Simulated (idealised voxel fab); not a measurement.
Process module, titled voxel self aligned vias
Shown is cross-section cut, with a width of 170 nm and square cells of size 5 nm.
A cross-section is written here as square cells arranged in a grid, and it is given in bands from the top down, each band taking up one or more rows of cells. Within each band entry, the heights of the top and of the bottom of the band appear first, in that order and in nm; the materials of the band then follow from left to right, each with its corresponding width in nm. The designation "edge to edge" on a single material indicates that it fills the band from edge to edge; the designation "air" indicates empty space. Heights from 0 (as-received wafer is one material below). Bottom band endless downward, as "from 0 down". Think of "30..40" as a width that walks from the first number to the second as you go down the band, top row to bottom row, taking equal-sized steps from row to row. No cell of the cross-section changed in a step that is given as "everything unchanged". In "Listed closed voids" the enclosed voids are listed, meaning empty spaces of 8 cells or larger without any opening to the top. The form is width x height at distance, distance from the left edge, units nm. If you see something after the settings on a step's line, that's the simulator's own remark about that step. For masked steps, "overlay nm" on the step line gives how far right of plan the mask actually lay; a minus sign means it lay to the left.
**The planned process steps are enumerated hereunder**
| 1 | RECEIVE [material Si] |
| 2 | CONFORMAL_DEP [material SiO2] [thk nm 15] |
| 3 | CONFORMAL_DEP [material SiCN] [thk nm 5] |
| 4 | DIRECTIONAL_DEP [material lowk] [thk nm 20] |
| 5 | PATTERN [tone open] [mask id LINES] [material resist] [width nm 20] [pitch nm 50] [thk nm 20] [overlay nm 0] |
| 6 | DIRECTIONAL_ETCH [etch materials lowk] [depth nm 20] |
| 7 | STRIP [etch materials resist] |
| 8 | CONFORMAL_DEP [material TiN] [thk nm 5] |
| 9 | FILL_DEP [material Ru] [thk nm 5] |
| 10 | CMP [height nm 40] |
| 11 | SELECTIVE_ETCH [etch materials W Ru TiN] [depth nm 5] |
| 12 | FILL_DEP [material SiN] [thk nm 10] |
| 13 | CMP [height nm 40] |
| 14 | DIRECTIONAL_DEP [material lowk] [thk nm 15] |
| 15 | MASKED_ETCH [tone open] [mask id VIAS] [width nm 30] [etch materials lowk] [depth nm 15] [overlay nm 0] |
| 16 | MASKED_ETCH [tone open] [mask id VIAS] [width nm 30] [etch materials SiN] [depth nm 5] [overlay nm 0] |
| 17 | CONFORMAL_DEP [material TiN] [thk nm 5] |
| 18 | FILL_DEP [material Ru] [thk nm 10] |
| 19 | CMP [height nm 55] |
| 20 | CONFORMAL_DEP [material SiN] [thk nm 5] |
**So, the first of our two wafers, run just as we planned it**
**Cross-sectional view of the wafer in its as-received condition, corresponding to the state after step 1**
	from 0 down  Si edge to edge
	Listed closed voids: none
**Cross-section: wafer state after step 2**
	from 15 to 0  SiO2 edge to edge
	Below 0, no change.
**Cross-section: wafer state after step 3**
	from 20 to 15  SiCN edge to edge
	Below 15, no change.
**Cross-section: wafer state after step 4**
	from 40 to 20  lowk edge to edge
	Below 20, no change.
**Cross-section: wafer state after step 5**
	from 60 to 40  resist: 50 | air: 20 | resist: 30 | air: 20 | resist: 50
	Below 40, no change.
**Cross-section: wafer state after step 6**
	from 60 to 40  resist: 50 | air: 20 | resist: 30 | air: 20 | resist: 50
	from 40 to 20  lowk: 50 | air: 20 | lowk: 30 | air: 20 | lowk: 50
	Below 20, no change.
**Cross-section: wafer state after step 7**
	from 40 to 20  lowk: 50 | air: 20 | lowk: 30 | air: 20 | lowk: 50
	Below 20, no change.
**Cross-section: wafer state after step 8**
	from 45 to 40  TiN: 55 | air: 10 | TiN: 40 | air: 10 | TiN: 55
	from 40 to 25  lowk: 50 | TiN: 5 | air: 10 | TiN: 5 | lowk: 30 | TiN: 5 | air: 10 | TiN: 5 | lowk: 50
	from 25 to 20  lowk: 50 | TiN: 20 | lowk: 30 | TiN: 20 | lowk: 50
	Below 20, no change.
**Cross-section: wafer state after step 9**
	from 50 to 45  Ru edge to edge
	from 45 to 40  TiN: 55 | Ru: 10 | TiN: 40 | Ru: 10 | TiN: 55
	from 40 to 25  lowk: 50 | TiN: 5 | Ru: 10 | TiN: 5 | lowk: 30 | TiN: 5 | Ru: 10 | TiN: 5 | lowk: 50
	Below 25, no change.
**Cross-section: wafer state after step 10**
	from 40 to 25  lowk: 50 | TiN: 5 | Ru: 10 | TiN: 5 | lowk: 30 | TiN: 5 | Ru: 10 | TiN: 5 | lowk: 50
	Below 25, no change.
**Cross-section: wafer state after step 11**
	from 40 to 35  lowk: 50 | air: 20 | lowk: 30 | air: 20 | lowk: 50
	Below 35, no change.
**Cross-section: wafer state after step 12**
	from 50 to 40  SiN edge to edge
	from 40 to 35  lowk: 50 | SiN: 20 | lowk: 30 | SiN: 20 | lowk: 50
	Below 35, no change.
**Cross-section: wafer state after step 13**
	from 40 to 35  lowk: 50 | SiN: 20 | lowk: 30 | SiN: 20 | lowk: 50
	Below 35, no change.
**Cross-section: wafer state after step 14**
	from 55 to 40  lowk edge to edge
	Below 40, no change.
**Cross-section: wafer state after step 15**
	from 55 to 40  lowk: 45 | air: 30 | lowk: 95
	Below 40, no change.
**Cross-section: wafer state after step 16**
	from 55 to 40  lowk: 45 | air: 30 | lowk: 95
	from 40 to 35  lowk: 50 | air: 20 | lowk: 30 | SiN: 20 | lowk: 50
	Below 35, no change.
**Cross-section: wafer state after step 17**
	from 60 to 55  TiN: 50 | air: 20 | TiN: 100
	from 55 to 45  lowk: 45 | TiN: 5 | air: 20 | TiN: 5 | lowk: 95
	from 45 to 40  lowk: 45 | TiN: 10 | air: 10 | TiN: 10 | lowk: 95
	from 40 to 35  lowk: 50 | TiN: 20 | lowk: 30 | SiN: 20 | lowk: 50
	Below 35, no change.
**Cross-section: wafer state after step 18**
	from 70 to 60  Ru edge to edge
	from 60 to 55  TiN: 50 | Ru: 20 | TiN: 100
	from 55 to 45  lowk: 45 | TiN: 5 | Ru: 20 | TiN: 5 | lowk: 95
	from 45 to 40  lowk: 45 | TiN: 10 | Ru: 10 | TiN: 10 | lowk: 95
	Below 40, no change.
**Cross-section: wafer state after step 19**
	from 55 to 45  lowk: 45 | TiN: 5 | Ru: 20 | TiN: 5 | lowk: 95
	Below 45, no change.
**Cross-section: wafer state after step 20**
	from 60 to 55  SiN edge to edge
	Below 55, no change.
**Wafer two of the pair: same origin, same plan, one error during the run; identical to wafer one up to and including step 14**
**What the second wafer looks like in cross-section when step 15 should have wrapped up**
	from 55 to 40  lowk: 40 | air: 40 | lowk: 90
	Below 40, no change.
**What the second wafer looks like in cross-section when step 16 should have wrapped up**
	from 55 to 40  lowk: 40 | air: 40 | lowk: 90
	from 40 to 35  lowk: 50 | air: 20 | lowk: 30 | SiN: 20 | lowk: 50
	Below 35, no change.
**What the second wafer looks like in cross-section when step 17 should have wrapped up**
	from 60 to 55  TiN: 45 | air: 30 | TiN: 95
	from 55 to 45  lowk: 40 | TiN: 5 | air: 30 | TiN: 5 | lowk: 90
	from 45 to 40  lowk: 40 | TiN: 15 | air: 10 | TiN: 15 | lowk: 90
	from 40 to 35  lowk: 50 | TiN: 20 | lowk: 30 | SiN: 20 | lowk: 50
	Below 35, no change.
**What the second wafer looks like in cross-section when step 18 should have wrapped up**
	from 70 to 60  Ru edge to edge
	from 60 to 55  TiN: 45 | Ru: 30 | TiN: 95
	from 55 to 45  lowk: 40 | TiN: 5 | Ru: 30 | TiN: 5 | lowk: 90
	from 45 to 40  lowk: 40 | TiN: 15 | Ru: 10 | TiN: 15 | lowk: 90
	Below 40, no change.
**What the second wafer looks like in cross-section when step 19 should have wrapped up**
	from 55 to 45  lowk: 40 | TiN: 5 | Ru: 30 | TiN: 5 | lowk: 90
	Below 45, no change.
**What the second wafer looks like in cross-section when step 20 should have wrapped up**
	from 60 to 55  SiN edge to edge
	Below 55, no change.
Run error: step 15 changed vs plan, executed as MASKED_ETCH [tone open] [mask id VIAS] [width nm 40] [etch materials lowk] [depth nm 15] [overlay nm 0]
Counted in cells at the end, the second wafer holds more or fewer of these materials than the first: Ru +4; TiN +2; lowk -6
